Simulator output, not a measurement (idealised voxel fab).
Name of the process module below: voxel capacitor over wiring
Shown is cross-section cut, with a width of 200 nm and square cells of size 5 nm.
A cross-section is a grid of square cells, given in bands from the top down. A band is one or more rows of cells.
Band entry format. Leading values: height of top, height of bottom, nm. Remainder: materials in left-to-right order, each with its width in nm. Special words: "edge to edge" on a single material, which then fills the band edge to edge; "empty", empty space.
Below 0: as-received wafer, all one material; heights counted from there. Lowest band: no bottom, goes on down, written "0 and below".
A width given as "30..40" starts at the first number in the band's top row and ends at the second number in its bottom row, shifting by an equal amount at every step from row to row.
"identical to before" for a step: no cell of the cross-section changed in that step.
The entry "Enclosed cavity list" lists the empty spaces that cover at least 8 cells and have no open path to the top. Each is written as width x height at distance, where the distance is measured from the left edge and all three values are in nm.
That trailing text on a step's line, after the settings, is the simulator's own remark on the step.
Regarding "overlay nm": on a step with a mask, it is the distance the mask lay to the right of its planned place; a negative value places it to the left.

# plan
| 1 | RECEIVE with material Si |
| 2 | CONFORMAL_DEP with material SiO2, thk nm 10 |
| 3 | DIRECTIONAL_DEP with material TiN, thk nm 5 |
| 4 | DIRECTIONAL_DEP with material W, thk nm 25 |
| 5 | MASKED_ETCH with tone cover, mask id METAL_1, width nm 25, pitch nm 95, etch materials W, depth nm 25, overlay nm 0 |
| 6 | MASKED_ETCH with tone cover, mask id METAL_1, width nm 25, pitch nm 95, etch materials TiN, depth nm 5, overlay nm 0 |
| 7 | FILL_DEP with material SiO2, thk nm 5 |
| 8 | CMP with height nm 40 |
| 9 | CONFORMAL_DEP with material SiCN, thk nm 5 |
| 10 | DIRECTIONAL_DEP with material SiO2, thk nm 20 |
| 11 | MASKED_ETCH with tone open, mask id PLUG_1, width nm 15, etch materials SiO2, depth nm 20, overlay nm 0 |
| 12 | MASKED_ETCH with tone open, mask id PLUG_1, width nm 15, etch materials SiCN, depth nm 5, overlay nm 0 |
| 13 | EPI with material Ru, thk nm 10 |
| 14 | EPI with material Ru, thk nm 10 |
| 15 | EPI with material Ru, thk nm 5 |
| 16 | DIRECTIONAL_DEP with material TiN, thk nm 5 |
| 17 | DIRECTIONAL_DEP with material HfO2, thk nm 5 |
| 18 | DIRECTIONAL_DEP with material TiN, thk nm 10 |
| 19 | PATTERN with tone cover, mask id UPPER_PLATE, material resist, width nm 75, thk nm 20, overlay nm 0 |
| 20 | DIRECTIONAL_ETCH with etch materials TiN, depth nm 10 |
| 21 | DIRECTIONAL_ETCH with etch materials HfO2, depth nm 5 |
| 22 | STRIP with etch materials resist |
| 23 | DIRECTIONAL_DEP with material aC, thk nm 10 |
| 24 | PATTERN with tone cover, mask id LOWER_PLATE, material resist, width nm 85, thk nm 30, overlay nm 0 |
| 25 | DIRECTIONAL_ETCH with etch materials aC, depth nm 10 |
| 26 | STRIP with etch materials resist |
| 27 | DIRECTIONAL_ETCH with etch materials TiN, depth nm 5 |
| 28 | STRIP with etch materials aC |
| 29 | FILL_DEP with material SiO2, thk nm 20 |
| 30 | CMP with height nm 100 |
| 31 | DIRECTIONAL_DEP with material aC, thk nm 10 |
| 32 | PATTERN with tone open, mask id PLUG_2, material resist, width nm 15, thk nm 30, overlay nm 0 |
| 33 | DIRECTIONAL_ETCH with etch materials aC, depth nm 10 |
| 34 | STRIP with etch materials resist |
| 35 | DIRECTIONAL_ETCH with etch materials SiO2, depth nm 15 |
| 36 | STRIP with etch materials aC |
| 37 | CONFORMAL_DEP with material TiN, thk nm 5 |
| 38 | FILL_DEP with material Ru, thk nm 5 |
| 39 | CMP with height nm 100 |
| 40 | CONFORMAL_DEP with material SiN, thk nm 5 |

# Cross-sectional view of the wafer in its as-received condition, corresponding to the state after step 1
- 0 and below | Si edge to edge
- Enclosed cavity list: none

# End state of the module in cross-section, given the above starting point and plan and one mistake in execution
- 105 down to 100 | SiN edge to edge
- 100 down to 90 | SiO2: 60, then TiN: 5, then Ru: 5, then TiN: 5, then SiO2: 125
- 90 down to 85 | SiO2: 60, then TiN: 15, then SiO2: 125
- 85 down to 80 | SiO2: 50, then HfO2: 75, then SiO2: 75
- 80 down to 75 | SiO2: 45, then TiN: 85, then SiO2: 70
- 75 down to 65 | TiN edge to edge
- 65 down to 45 | SiO2: 50, then Ru: 15, then SiO2: 135
- 45 down to 40 | SiCN: 50, then Ru: 15, then SiCN: 135
- 40 down to 15 | SiO2: 40, then W: 25, then SiO2: 70, then W: 25, then SiO2: 40
- 15 down to 10 | SiO2: 40, then TiN: 25, then SiO2: 70, then TiN: 25, then SiO2: 40
- 10 down to 0 | SiO2 edge to edge
- 0 and below | Si edge to edge
- Enclosed cavity list: none
In executing the process, a mistake was made relative to the plan: the run placed steps 17 and 18 each in the position the plan gave to the other
